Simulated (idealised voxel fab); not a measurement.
Process module heading - voxel self aligned vias
The figure presents cross-section cut, which has a width of 245 nm and is divided into square cells with an edge length of 5 nm.
Format of a cross-section: grid, square cells. Given as bands. Order: top down. Band: one or more rows of cells.
Each band's line starts with the height of the band's top and of its bottom, in nm. Then come its materials from left to right, each with its width in nm. One material with "all across" fills the band from edge to edge. "air" is empty space.
For the purposes of this specification, 0 denotes the height below which the wafer in its as-received condition is composed wholly of one material, and the lowermost band, lacking a lower limit, extends downward without end, as expressed in "z 0 and below".
Read "30..40" as a graded width: first number on top, second number at the bottom, same change between each pair of neighbouring rows.
For the purposes of this document, the phrase "remained the same" attached to a step denotes that no cell within the cross-section was modified by that step.
Reported under the label "Catalogued sealed voids" are the empty spaces having no open way to the top and comprising 8 cells or more; the notation for each is width x height at distance, in which the distance is measured from the left edge and all three values are in nm.
Past the settings on a step's line: simulator remark, on that step.
The setting "overlay nm" may be written on the line of a step. When the step uses a mask, the value reports how far to the right of the planned place the mask lay, and a negative value reports that it lay to the left.

## The planned process steps are enumerated hereunder
1) RECEIVE (material Si)
2) CONFORMAL_DEP (material SiO2; thk nm 15)
3) CONFORMAL_DEP (material SiCN; thk nm 5)
4) DIRECTIONAL_DEP (material SiO2; thk nm 25)
5) MASKED_ETCH (tone open; mask id LINES; width nm 30; pitch nm 65; etch materials SiO2; depth nm 25; overlay nm 0)
6) CONFORMAL_DEP (material TiN; thk nm 5)
7) FILL_DEP (material W; thk nm 10)
8) CMP (height nm 45)
9) SELECTIVE_ETCH (etch materials W Ru TiN; depth nm 5)
10) FILL_DEP (material SiN; thk nm 5)
11) CMP (height nm 45)
12) DIRECTIONAL_DEP (material SiO2; thk nm 15)
13) MASKED_ETCH (tone open; mask id VIAS; width nm 50; pitch nm 65; etch materials SiO2; depth nm 15; overlay nm 0)
14) MASKED_ETCH (tone open; mask id VIAS; width nm 50; pitch nm 65; etch materials SiN; depth nm 5; overlay nm 0)
15) CONFORMAL_DEP (material TiN; thk nm 5)
16) FILL_DEP (material W; thk nm 5)
17) CMP (height nm 60)
18) CONFORMAL_DEP (material SiCN; thk nm 5)

## Incoming wafer in cross-section (state: after step 1)
> z 0 and below  Si all across
> Catalogued sealed voids: none

## Post-module cross-section of the first of two wafers (run per plan)
> z 65 to 60  SiCN all across
> z 60 to 50  30 SiO2; 5 TiN; 40 W; 5 TiN; 15 SiO2; 5 TiN; 40 W; 5 TiN; 15 SiO2; 5 TiN; 40 W; 5 TiN; 35 SiO2
> z 50 to 45  30 SiO2; 15 TiN; 20 W; 15 TiN; 15 SiO2; 15 TiN; 20 W; 15 TiN; 15 SiO2; 15 TiN; 20 W; 15 TiN; 35 SiO2
> z 45 to 40  40 SiO2; 30 TiN; 35 SiO2; 30 TiN; 35 SiO2; 30 TiN; 45 SiO2
> z 40 to 25  40 SiO2; 5 TiN; 20 W; 5 TiN; 35 SiO2; 5 TiN; 20 W; 5 TiN; 35 SiO2; 5 TiN; 20 W; 5 TiN; 45 SiO2
> z 25 to 20  40 SiO2; 30 TiN; 35 SiO2; 30 TiN; 35 SiO2; 30 TiN; 45 SiO2
> z 20 to 15  SiCN all across
> z 15 to 0  SiO2 all across
> z 0 and below  Si all across
> Catalogued sealed voids: none

## Module end: cross-section of wafer two of two. Same start and process plan as the first wafer. One mistake during execution
> z 65 to 60  SiCN all across
> z 60 to 50  30 SiO2; 5 TiN; 40 W; 5 TiN; 15 SiO2; 5 TiN; 40 W; 5 TiN; 15 SiO2; 5 TiN; 40 W; 5 TiN; 35 SiO2
> z 50 to 45  30 SiO2; 50 TiN; 15 SiO2; 50 TiN; 15 SiO2; 50 TiN; 35 SiO2
> z 45 to 40  30 SiN; 10 TiN; 30 SiO2; 10 TiN; 15 SiN; 10 TiN; 30 SiO2; 10 TiN; 15 SiN; 10 TiN; 30 SiO2; 10 TiN; 35 SiN
> z 40 to 25  35 W; 5 TiN; 30 SiO2; 5 TiN; 25 W; 5 TiN; 30 SiO2; 5 TiN; 25 W; 5 TiN; 30 SiO2; 5 TiN; 40 W
> z 25 to 20  40 TiN; 30 SiO2; 35 TiN; 30 SiO2; 35 TiN; 30 SiO2; 45 TiN
> z 20 to 15  SiCN all across
> z 15 to 0  SiO2 all across
> z 0 and below  Si all across
> Catalogued sealed voids: none
Processing error: step 5 was processed under conditions differing from the plan, specifically as MASKED_ETCH (tone cover; mask id LINES; width nm 30; pitch nm 65; etch materials SiO2; depth nm 25; overlay nm 0)
Final cells, second wafer relative to first, materials higher or lower: +19 SiN, -65 SiO2, +19 TiN, +27 W
